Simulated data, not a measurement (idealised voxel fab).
Process module in this document: voxel gate over fins
This is section cut - it's 265 nm across, gridded in 5 nm square cells.
How to read a cross-section here: the picture is a grid of square cells, written as bands going from the top down, and any band can span one or more rows of cells. Band: top and bottom heights (nm) first, top before bottom; then materials from left to right, widths in nm. "throughout" marks a sole material filling the band edge to edge. "blank" denotes empty space. All heights in this document are referenced to 0, defined as the level beneath which the wafer, as received, consists entirely of one material. The lowest band is not bounded below; it extends indefinitely downward and is written in the form "z 0 and below". When a width is written as two numbers, as in "30->40", the first number is the width in the top row of cells of the band and the second is the width in its bottom row, and the width changes by the same amount from each row to the next. Where a step carries "nothing altered", the cross-section came out of it unchanged, cell for cell. Empty spaces counting at least 8 cells and having no open way to the top are listed in "Sealed internal voids". The notation width x height at distance is used for each, the distance being from the left edge and all three values in nm. It should be noted that, on the line of a given step, the content following the step's settings is a remark produced by the simulator itself with respect to that step. overlay nm: how far to the right of its planned place the mask lay on this masked step (negative: to the left).
THE STEPS PLANNED FOR THE PROCESS ARE AS FOLLOWS
1) RECEIVE, material Si
2) CONFORMAL_DEP, material SiN, thk nm 5
3) DIRECTIONAL_DEP, material aC, thk nm 15
4) PATTERN, tone cover, mask id FINS, material resist, width nm 15, pitch nm 40, thk nm 35, overlay nm 0
5) DIRECTIONAL_ETCH, etch materials aC, depth nm 15
6) STRIP, etch materials resist
7) DIRECTIONAL_ETCH, etch materials SiN, depth nm 5
8) DIRECTIONAL_ETCH, etch materials Si, depth nm 40
9) STRIP, etch materials aC
10) FILL_DEP, material SiO2, thk nm 10
11) CMP, height nm 5
12) SELECTIVE_ETCH, etch materials SiO2, depth nm 15
13) STRIP, etch materials SiN
14) CONFORMAL_DEP, material HfO2, thk nm 5
15) CONFORMAL_DEP, material TiN, thk nm 5
16) FILL_DEP, material W, thk nm 15
17) CMP, height nm 20
18) CONFORMAL_DEP, material SiCN, thk nm 5
STEP 1 COMPLETE: CROSS-SECTION OF THE WAFER AS RECEIVED
* z 0 and below | Si throughout
* Sealed internal voids: none
WHAT THE WAFER LOOKS LIKE IN CROSS-SECTION AFTER THIS MODULE, WHEN IT STARTS AS SHOWN ABOVE AND FOLLOWS THE PLAN ABOVE BUT ONE MISTAKE IS MADE IN RUNNING IT
* z 25 to 20 | SiCN throughout
* z 20 to 10 | W throughout
* z 10 to 5 | 95 of W, then 35 of TiN, then 5 of W, then 35 of TiN, then 95 of W
* z 5 to 0 | 95 of W, then 5 of TiN, then 25 of W, then 5 of TiN, then 5 of W, then 5 of TiN, then 25 of W, then 5 of TiN, then 95 of W
* z 0 to -5 | 100 of TiN, then 5 of W, then 15 of Si, then 5 of W, then 15 of TiN, then 5 of W, then 15 of Si, then 5 of W, then 100 of TiN
* z -5 to -10 | 105 of W, then 15 of Si, then 25 of W, then 15 of Si, then 105 of W
* z -10 to -40 | 105 of SiO2, then 15 of Si, then 25 of SiO2, then 15 of Si, then 105 of SiO2
* z -40 and below | Si throughout
* Sealed internal voids: none
What went wrong in running the wafer? it should be noted that step 14 was executed with settings other than those planned, the operation and settings actually applied being CONFORMAL_DEP, material W, thk nm 5
